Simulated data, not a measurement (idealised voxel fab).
Module name: voxel tone inversion (process module)
FYI the section here is cut, 275 nm wide, cells are 5 nm squares.
How to read a cross-section here: the picture is a grid of square cells, written as bands going from the top down, and any band can span one or more rows of cells.
Band entry format. Leading values: height of top, height of bottom, nm. Remainder: materials in left-to-right order, each with its width in nm. Special words: "full width" on a single material, which then fills the band edge to edge; "blank", empty space.
Below 0: as-received wafer, all one material; heights counted from there. Lowest band: no bottom, goes on down, written "0 down".
With a width like "30..40", each row of cells in the band differs from the next by the same amount, the top row carrying the first number and the bottom row the second.
A step reported as "stayed the same" is a step in which no cell of the cross-section changed.
Empty spaces without an open route to the top, at least 8 cells in extent, make up the entry "Closed void roster"; each is given as width x height at distance, where the distance is measured from the left edge, and all are in nm.
Formally, on a step line, whatever follows the settings is a remark that the simulator itself makes on the step.
Each step line may optionally specify "overlay nm", which for a step with a mask gives the rightward distance between the mask's planned place and where it lay, a negative value indicating the leftward direction.
BELOW IS THE LIST OF PLANNED PROCESS STEPS
1 RECEIVE with material Si
2 CONFORMAL_DEP with material SiN, thk nm 10
3 DIRECTIONAL_DEP with material polySi, thk nm 20
4 PATTERN with tone cover, mask id POSTS, material resist, width nm 25, pitch nm 40, thk nm 30, overlay nm 0
5 DIRECTIONAL_ETCH with etch materials polySi, depth nm 20
6 STRIP with etch materials resist
7 FILL_DEP with material lowk, thk nm 5
8 CMP with height nm 30
9 STRIP with etch materials polySi
10 CONFORMAL_DEP with material TiN, thk nm 5
11 FILL_DEP with material Ru, thk nm 10
12 CMP with height nm 30
13 CONFORMAL_DEP with material SiN, thk nm 5
FIRST OF THE TWO WAFERS, RUN PER PLAN
AS-RECEIVED STATE OF THE WAFER IN CROSS-SECTION, EQUIVALENT TO POST-STEP 1
0 down: Si full width
Closed void roster: none
ONCE STEP 2 IS THROUGH, THE WAFER LOOKS LIKE THIS IN CROSS-SECTION
10 to 0: SiN full width
Everything under 0 stays put, no change at all.
ONCE STEP 3 IS THROUGH, THE WAFER LOOKS LIKE THIS IN CROSS-SECTION
30 to 10: polySi full width
Everything under 10 stays put, no change at all.
ONCE STEP 4 IS THROUGH, THE WAFER LOOKS LIKE THIS IN CROSS-SECTION
60 to 30: blank 65  resist 25  blank 15  resist 25  blank 15  resist 25  blank 15  resist 25  blank 65
Everything under 30 stays put, no change at all.
ONCE STEP 5 IS THROUGH, THE WAFER LOOKS LIKE THIS IN CROSS-SECTION
60 to 30: blank 65  resist 25  blank 15  resist 25  blank 15  resist 25  blank 15  resist 25  blank 65
30 to 10: blank 65  polySi 25  blank 15  polySi 25  blank 15  polySi 25  blank 15  polySi 25  blank 65
Everything under 10 stays put, no change at all.
ONCE STEP 6 IS THROUGH, THE WAFER LOOKS LIKE THIS IN CROSS-SECTION
30 to 10: blank 65  polySi 25  blank 15  polySi 25  blank 15  polySi 25  blank 15  polySi 25  blank 65
Everything under 10 stays put, no change at all.
ONCE STEP 7 IS THROUGH, THE WAFER LOOKS LIKE THIS IN CROSS-SECTION
35 to 30: lowk full width
30 to 10: lowk 65  polySi 25  lowk 15  polySi 25  lowk 15  polySi 25  lowk 15  polySi 25  lowk 65
Everything under 10 stays put, no change at all.
ONCE STEP 8 IS THROUGH, THE WAFER LOOKS LIKE THIS IN CROSS-SECTION
30 to 10: lowk 65  polySi 25  lowk 15  polySi 25  lowk 15  polySi 25  lowk 15  polySi 25  lowk 65
Everything under 10 stays put, no change at all.
ONCE STEP 9 IS THROUGH, THE WAFER LOOKS LIKE THIS IN CROSS-SECTION
30 to 10: lowk 65  blank 25  lowk 15  blank 25  lowk 15  blank 25  lowk 15  blank 25  lowk 65
Everything under 10 stays put, no change at all.
ONCE STEP 10 IS THROUGH, THE WAFER LOOKS LIKE THIS IN CROSS-SECTION
35 to 30: TiN 70  blank 15  TiN 25  blank 15  TiN 25  blank 15  TiN 25  blank 15  TiN 70
30 to 15: lowk 65  TiN 5  blank 15  TiN 5  lowk 15  TiN 5  blank 15  TiN 5  lowk 15  TiN 5  blank 15  TiN 5  lowk 15  TiN 5  blank 15  TiN 5  lowk 65
15 to 10: lowk 65  TiN 25  lowk 15  TiN 25  lowk 15  TiN 25  lowk 15  TiN 25  lowk 65
Everything under 10 stays put, no change at all.
ONCE STEP 11 IS THROUGH, THE WAFER LOOKS LIKE THIS IN CROSS-SECTION
45 to 35: Ru full width
35 to 30: TiN 70  Ru 15  TiN 25  Ru 15  TiN 25  Ru 15  TiN 25  Ru 15  TiN 70
30 to 15: lowk 65  TiN 5  Ru 15  TiN 5  lowk 15  TiN 5  Ru 15  TiN 5  lowk 15  TiN 5  Ru 15  TiN 5  lowk 15  TiN 5  Ru 15  TiN 5  lowk 65
Everything under 15 stays put, no change at all.
ONCE STEP 12 IS THROUGH, THE WAFER LOOKS LIKE THIS IN CROSS-SECTION
30 to 15: lowk 65  TiN 5  Ru 15  TiN 5  lowk 15  TiN 5  Ru 15  TiN 5  lowk 15  TiN 5  Ru 15  TiN 5  lowk 15  TiN 5  Ru 15  TiN 5  lowk 65
Everything under 15 stays put, no change at all.
ONCE STEP 13 IS THROUGH, THE WAFER LOOKS LIKE THIS IN CROSS-SECTION
35 to 30: SiN full width
Everything under 30 stays put, no change at all.
FOR THE SECOND WAFER, TAKE THE FIRST WAFER'S START AND PLAN, THEN ADD ONE MISTAKE MADE IN RUNNING IT; EVERYTHING THROUGH STEP 11, THAT STEP INCLUDED, IS SHARED WITH THE FIRST
WHEN STEP 12 SHOULD HAVE ENDED
25 to 15: lowk 65  TiN 5  Ru 15  TiN 5  lowk 15  TiN 5  Ru 15  TiN 5  lowk 15  TiN 5  Ru 15  TiN 5  lowk 15  TiN 5  Ru 15  TiN 5  lowk 65
Everything under 15 stays put, no change at all.
WHEN STEP 13 SHOULD HAVE ENDED
30 to 25: SiN full width
Everything under 25 stays put, no change at all.
In executing the process, a mistake was made relative to the plan: so step 12 ended up running with a different setting than we planned, it ran as CMP with height nm 25
Heads up, by the end the second wafer has more or fewer cells of some materials compared to the first: Ru: 12 fewer | TiN: 8 fewer | lowk: 35 fewer
